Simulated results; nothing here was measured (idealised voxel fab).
process module | voxel ribs on slabs
cross-section cut | 275 nm wide | cells 5 nm
A cross-section is a grid of square cells, given in bands from the top down. A band is one or more rows of cells.
Each band's line starts with the height of the band's top and of its bottom, in nm. Then come its materials from left to right, each with its width in nm. One material with "throughout" fills the band from edge to edge. "air" is empty space.
Height 0 is the level under which the wafer as received is all one material. The lowest band goes on downwards, as in "0 down".
A width such as "30 to 40" changes by the same amount from each row of cells to the next, from the band's top row to its bottom row.
"no change" after a step means that no cell of the cross-section changed.
closed voids: empty space of 8 cells or more with no open way to the top, each as width x height at its distance from the left edge, in nm
after a step's settings: what the simulator itself notes on the step
overlay nm, on a step with a mask: how far to the right of its planned place the mask lay; to the left if negative
plan
1 op RECEIVE | material Si
2 op DIRECTIONAL_DEP | material SiO2 | thk nm 20
3 op DIRECTIONAL_DEP | material polySi | thk nm 15
4 op DIRECTIONAL_DEP | material aC | thk nm 15
5 op PATTERN | tone cover | mask id RIB | material resist | width nm 15 | thk nm 30 | overlay nm 0
6 op DIRECTIONAL_ETCH | etch materials aC | depth nm 15
7 op STRIP | etch materials resist
8 op DIRECTIONAL_ETCH | etch materials polySi | depth nm 10
9 op STRIP | etch materials aC
10 op MASKED_ETCH | tone cover | mask id SLAB | width nm 75 | etch materials polySi | depth nm 5 | overlay nm 0
11 op FILL_DEP | material SiO2 | thk nm 15
12 op CMP | height nm 45
13 op DIRECTIONAL_DEP | material W | thk nm 10
14 op MASKED_ETCH | tone cover | mask id HEATER | width nm 25 | etch materials W | depth nm 10 | overlay nm 0
15 op CONFORMAL_DEP | material SiO2 | thk nm 5
first wafer, as planned
as received, after step 1
  0 down: Si throughout
  closed voids: none
after step 2
  20 to 0: SiO2 throughout
  below 0: unchanged
after step 3
  35 to 20: polySi throughout
  below 20: unchanged
after step 4
  50 to 35: aC throughout
  below 35: unchanged
after step 5
  80 to 50: air 130 | resist 15 | air 130
  below 50: unchanged
after step 6
  65 to 50: air 130 | resist 15 | air 130
  50 to 35: air 130 | aC 15 | air 130
  below 35: unchanged
after step 7
  50 to 35: air 130 | aC 15 | air 130
  below 35: unchanged
after step 8
  50 to 35: air 130 | aC 15 | air 130
  35 to 25: air 130 | polySi 15 | air 130
  below 25: unchanged
after step 9
  35 to 25: air 130 | polySi 15 | air 130
  below 25: unchanged
after step 10
  35 to 25: air 130 | polySi 15 | air 130
  25 to 20: air 100 | polySi 75 | air 100
  below 20: unchanged
after step 11
  50 to 35: SiO2 throughout
  35 to 25: SiO2 130 | polySi 15 | SiO2 130
  25 to 20: SiO2 100 | polySi 75 | SiO2 100
  below 20: unchanged
after step 12
  45 to 35: SiO2 throughout
  below 35: unchanged
after step 13
  55 to 45: W throughout
  below 45: unchanged
after step 14
  55 to 45: air 125 | W 25 | air 125
  below 45: unchanged
after step 15
  60 to 55: air 120 | SiO2 35 | air 120
  55 to 50: air 120 | SiO2 5 | W 25 | SiO2 5 | air 120
  50 to 45: SiO2 125 | W 25 | SiO2 125
  below 45: unchanged
second wafer: like start, like plan, one mistake. Through step 4 it matches the first wafer
when step 5 should have ended
  80 to 50: air 140 | resist 15 | air 120
  below 50: unchanged
when step 6 should have ended
  65 to 50: air 140 | resist 15 | air 120
  50 to 35: air 140 | aC 15 | air 120
  below 35: unchanged
when step 7 should have ended
  50 to 35: air 140 | aC 15 | air 120
  below 35: unchanged
when step 8 should have ended
  50 to 35: air 140 | aC 15 | air 120
  35 to 25: air 140 | polySi 15 | air 120
  below 25: unchanged
when step 9 should have ended
  35 to 25: air 140 | polySi 15 | air 120
  below 25: unchanged
when step 10 should have ended
  35 to 25: air 140 | polySi 15 | air 120
  25 to 20: air 100 | polySi 75 | air 100
  below 20: unchanged
when step 11 should have ended
  50 to 35: SiO2 throughout
  35 to 25: SiO2 140 | polySi 15 | SiO2 120
  25 to 20: SiO2 100 | polySi 75 | SiO2 100
  below 20: unchanged
when step 12 should have ended
  45 to 35: SiO2 throughout
  below 35: unchanged
when step 13 should have ended
  55 to 45: W throughout
  below 45: unchanged
when step 14 should have ended
  55 to 45: air 125 | W 25 | air 125
  below 45: unchanged
when step 15 should have ended
  60 to 55: air 120 | SiO2 35 | air 120
  55 to 50: air 120 | SiO2 5 | W 25 | SiO2 5 | air 120
  50 to 45: SiO2 125 | W 25 | SiO2 125
  below 45: unchanged
what went wrong: step 5 ran as: op PATTERN | tone cover | mask id RIB | material resist | width nm 15 | thk nm 30 | overlay nm 10
at the end the second wafer has, in cells: as many of each material as the first, in other places
